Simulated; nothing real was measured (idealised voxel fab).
The name of this process module is voxel quadruple lines.
Section cut is 190 nm wide and gridded with 5 nm square cells.
In this document a cross-section is written as a grid of square cells. It is given as a series of bands, listed from the top down, and a band is one or more rows of cells. For a band, the entry starts with two heights in nm, that of the top and then that of the bottom, and carries on with the band's materials in order from left to right, each alongside its width in nm; the word "full width" beside a single material means it fills the band edge to edge, and "blank" means empty space. Height is counted from the level 0, under which the received wafer is composed throughout of one material. The lowest of the bands is not closed at the bottom but continues downward, in the notation "0 and below". Graded width ("30->40"): value in top row of band = first number; value in bottom row = second number; row-to-row change constant. "nothing was modified" -> step changed no cross-section cell. Basically, "Fully closed voids" tells you about the enclosed voids: empty spaces with no open way to the top, 8 cells or bigger, each written width x height at distance, where distance is from the left edge, all in nm. Whatever follows a step's settings on its line is a remark the simulator itself makes about that step. overlay nm: step with mask; distance mask lay right of planned place; negative value = left of planned place.

The planned process steps are enumerated hereunder:
1 RECEIVE (material Si)
2 CONFORMAL_DEP (material SiO2; thk nm 10)
3 DIRECTIONAL_DEP (material TiN; thk nm 10)
4 DIRECTIONAL_DEP (material polySi; thk nm 20)
5 DIRECTIONAL_DEP (material aC; thk nm 25)
6 PATTERN (tone cover; mask id MANDREL; material resist; width nm 20; thk nm 35; overlay nm 0)
7 DIRECTIONAL_ETCH (etch materials aC; depth nm 25)
8 STRIP (etch materials resist)
9 CONFORMAL_DEP (material SiO2; thk nm 10)
10 DIRECTIONAL_ETCH (etch materials SiO2; depth nm 10)
11 STRIP (etch materials aC)
12 DIRECTIONAL_ETCH (etch materials polySi; depth nm 20)
13 STRIP (etch materials SiO2)
14 CONFORMAL_DEP (material SiN; thk nm 5)
15 DIRECTIONAL_ETCH (etch materials SiN; depth nm 5)
16 STRIP (etch materials polySi)
17 DIRECTIONAL_ETCH (etch materials TiN; depth nm 10)
18 STRIP (etch materials SiN)
19 FILL_DEP (material SiO2; thk nm 10)
20 CMP (height nm 20)

The cross-section here shows the wafer as received, i.e. in its state after step 1:
0 and below = Si full width
Fully closed voids: none

First wafer of two, sectioned at end of module; run went per plan:
20 down to 10 = SiO2 70 nm, then TiN 5 nm, then SiO2 10 nm, then TiN 5 nm, then SiO2 10 nm, then TiN 5 nm, then SiO2 10 nm, then TiN 5 nm, then SiO2 70 nm
10 down to 0 = SiO2 full width
0 and below = Si full width
Fully closed voids: none

Same start, same plan as the first wafer - but one mistake in the run. Cross-section of the second of the two at the end of the module:
20 down to 15 = SiO2 full width
15 down to 10 = SiO2 70 nm, then TiN 5 nm, then SiO2 10 nm, then TiN 5 nm, then SiO2 10 nm, then TiN 5 nm, then SiO2 10 nm, then TiN 5 nm, then SiO2 70 nm
10 down to 0 = SiO2 full width
0 and below = Si full width
Fully closed voids: none
Here's what went sideways: rather than as planned, step 3 actually ran as DIRECTIONAL_DEP (material TiN; thk nm 5)
FYI, end of process, the second wafer has more or fewer cells of some materials than the first: 4 more of SiO2 | 4 fewer of TiN
